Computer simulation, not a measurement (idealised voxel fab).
This is a process module. Its name is voxel ribs on slabs.
235 nm wide, 5 nm square cells: that's cross-section cut.
We lay out every cross-section as a grid of square cells and spell it out in bands from the top down, where one band means one or more rows of cells. Top height, bottom height, nm. Materials left to right, width each, nm. Single material + "full width" = fills band edge to edge. "blank" = empty. Note: height 0 marks the level under which the wafer is uniformly one material as received. Lowest band unbounded below, written "top 0, no bottom". It should be noted that a width expressed as "30->40" varies in equal increments from row to row of cells within the band, taking the value of the first number at the top row and that of the second number at the bottom row. When a step is marked "nothing was modified", none of the cells in the cross-section changed during that step. Look at "Trapped cavities" for the closed voids: empty spaces with no open path to the top, sized 8 cells or up. Each is width x height at distance, distance from the left edge, all nm. Post-settings text on a step line: simulator's own remark regarding the step. The "overlay nm" setting may appear on a step's line; for a step that uses a mask, it gives how far to the right of its planned position the mask lay, and a negative value indicates the left. Everything after this point is organized in pairs: a cross-section before one process step, a cross-section after it that shows only as deep as the lowest changed band, and, under the pair, the intervening step with its settings. Because different runs of this module on the same starting wafer can supply different pairs, a pair continues from the pair above it only if its entry headed "State before" says so.

State before:
    top 60, bottom 55 | blank 95, W 40, blank 100
    top 55, bottom 35 | W full width
    top 35, bottom 30 | W 100, polySi 30, W 105
    top 30, bottom 20 | W 75, polySi 80, W 80
    top 20, bottom 0 | SiO2 full width
    top 0, no bottom | Si full width
    Trapped cavities: none

Post-Step Snapshot:
    top 65, bottom 60 | blank 90, SiO2 50, blank 95
    top 60, bottom 55 | SiO2 95, W 40, SiO2 100
    Below a height of 55, the structure has not been altered.
    Trapped cavities: none
So what happens between those two cross-sections up there? CONFORMAL_DEP (material SiO2; thk nm 5)

State before:
    top 35, bottom 30 | blank 100, polySi 30, blank 105
    top 30, bottom 20 | polySi full width
    top 20, bottom 0 | SiO2 full width
    top 0, no bottom | Si full width
    Trapped cavities: none

Post-Step Snapshot:
    top 30, bottom 25 | polySi 75, blank 80, polySi 80
    top 25, bottom 20 | polySi 75, blank 25, polySi 30, blank 25, polySi 80
    Below a height of 20, the structure has not been altered.
    Trapped cavities: none
So what happens between those two cross-sections up there? MASKED_ETCH (tone open; mask id SLAB; width nm 80; etch materials polySi; depth nm 10; overlay nm 0)

State before: as in the pair right above, post-step view.

Post-Step Snapshot:
    top 60, bottom 30 | SiO2 full width
    top 30, bottom 25 | polySi 75, SiO2 80, polySi 80
    top 25, bottom 20 | polySi 75, SiO2 25, polySi 30, SiO2 25, polySi 80
    Below a height of 20, the structure has not been altered.
    Trapped cavities: none
So what happens between those two cross-sections up there? FILL_DEP (material SiO2; thk nm 30)

State before: as in the pair right above, post-step view.

Post-Step Snapshot:
    top 55, bottom 30 | SiO2 full width
    Below a height of 30, the structure has not been altered.
    Trapped cavities: none
So what happens between those two cross-sections up there? CMP (height nm 55)

State before: as in the pair right above, post-step view.

Post-Step Snapshot:
    top 60, bottom 55 | W full width
    Below a height of 55, the structure has not been altered.
    Trapped cavities: none
So what happens between those two cross-sections up there? DIRECTIONAL_DEP (material W; thk nm 5)

State before: as in the pair right above, post-step view.

Post-Step Snapshot:
    top 75, bottom 60 | aC full width
    Below a height of 60, the structure has not been altered.
    Trapped cavities: none
So what happens between those two cross-sections up there? DIRECTIONAL_DEP (material aC; thk nm 15)

State before: as in the pair right above, post-step view.

Post-Step Snapshot:
    top 105, bottom 75 | blank 95, resist 40, blank 100
    Below a height of 75, the structure has not been altered.
    Trapped cavities: none
So what happens between those two cross-sections up there? PATTERN (tone cover; mask id HEATER; material resist; width nm 40; thk nm 30; overlay nm 0)

State before: as in the pair right above, post-step view.

Post-Step Snapshot:
    top 90, bottom 75 | blank 95, resist 40, blank 100
    top 75, bottom 60 | blank 95, aC 40, blank 100
    Below a height of 60, the structure has not been altered.
    Trapped cavities: none
So what happens between those two cross-sections up there? DIRECTIONAL_ETCH (etch materials aC; depth nm 15)

State before: as in the pair right above, post-step view.

Post-Step Snapshot:
    top 75, bottom 60 | blank 95, aC 40, blank 100
    Below a height of 60, the structure has not been altered.
    Trapped cavities: none
So what happens between those two cross-sections up there? STRIP (etch materials resist)

State before: as in the pair right above, post-step view.

Post-Step Snapshot:
    top 75, bottom 60 | blank 95, aC 40, blank 100
    top 60, bottom 55 | blank 95, W 40, blank 100
    Below a height of 55, the structure has not been altered.
    Trapped cavities: none
So what happens between those two cross-sections up there? DIRECTIONAL_ETCH (etch materials W; depth nm 5)

State before: as in the pair right above, post-step view.

Post-Step Snapshot:
    top 60, bottom 55 | blank 95, W 40, blank 100
    Below a height of 55, the structure has not been altered.
    Trapped cavities: none
So what happens between those two cross-sections up there? STRIP (etch materials aC)

State before: as in the pair right above, post-step view.

Post-Step Snapshot:
    top 65, bottom 60 | blank 90, SiO2 50, blank 95
    top 60, bottom 55 | SiO2 95, W 40, SiO2 100
    Below a height of 55, the structure has not been altered.
    Trapped cavities: none
So what happens between those two cross-sections up there? CONFORMAL_DEP (material SiO2; thk nm 5)
